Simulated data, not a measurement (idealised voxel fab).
The following is a process module called voxel double patterning.
Section cut is 260 nm wide and gridded with 5 nm square cells.
Cross-section = grid of square cells, listed top down in bands; band = one or more rows. The entry gives the band's vertical extent as a top height and a bottom height in nm, then its horizontal make-up as materials from left to right, each with a width in nm. "air" stands for empty space; a single material marked "all across" fills the band edge to edge. We count height from 0. Below that, the starting wafer is all one material. The lowest band never ends at the bottom but goes on down; see "0 nm and below" for how that is written. The notation "30 to 40" denotes a width that varies across the rows of cells in the band, beginning at the first number in the top row, finishing at the second number in the bottom row, and changing by an identical amount from each row to the next. Step note "nothing different" = no cross-section cell changed. Look at "Entrapped voids" for the closed voids: empty spaces with no open path to the top, sized 8 cells or up. Each is width x height at distance, distance from the left edge, all nm. If you see something after the settings on a step's line, that's the simulator's own remark about that step. overlay nm, on a step with a mask: how far to the right of its planned place the mask lay; to the left if negative.

The planned process steps are enumerated hereunder:
- 1: RECEIVE [material Si]
- 2: CONFORMAL_DEP [material SiN] [thk nm 5]
- 3: DIRECTIONAL_DEP [material SiO2] [thk nm 15]
- 4: DIRECTIONAL_DEP [material SiCN] [thk nm 10]
- 5: MASKED_ETCH [tone open] [mask id FIRST] [width nm 15] [pitch nm 50] [etch materials SiCN] [depth nm 5] [overlay nm 0]
- 6: DIRECTIONAL_DEP [material aC] [thk nm 15]
- 7: PATTERN [tone open] [mask id SECOND] [material resist] [width nm 15] [pitch nm 50] [thk nm 35] [overlay nm 0]
- 8: DIRECTIONAL_ETCH [etch materials aC] [depth nm 15]
- 9: STRIP [etch materials resist]
- 10: DIRECTIONAL_ETCH [etch materials SiCN] [depth nm 10]
- 11: STRIP [etch materials aC]
- 12: DIRECTIONAL_ETCH [etch materials SiO2] [depth nm 15]
- 13: STRIP [etch materials SiCN]
Wafer-to-wafer difference: depth nm, step 5. Common start. Plan = first wafer's value.

Cross-sectional view of the first of several wafers in the as-received condition, corresponding to the state following step 1:
> 0 nm and below  Si all across
> Entrapped voids: none

Heads up, this table goes wafer by wafer. A row tells you, at the end of the module, how many cells of each material that wafer has put on (+) or dropped (-) since it was received, and then its closed voids:
depth nm 5, +52 SiN, +138 SiO2, Entrapped voids: none
depth nm 10, +52 SiN, +111 SiO2, Entrapped voids: none
depth nm 15, +52 SiN, +111 SiO2, Entrapped voids: none
depth nm 20, +52 SiN, +111 SiO2, Entrapped voids: none
depth nm 25, +52 SiN, +111 SiO2, Entrapped voids: none
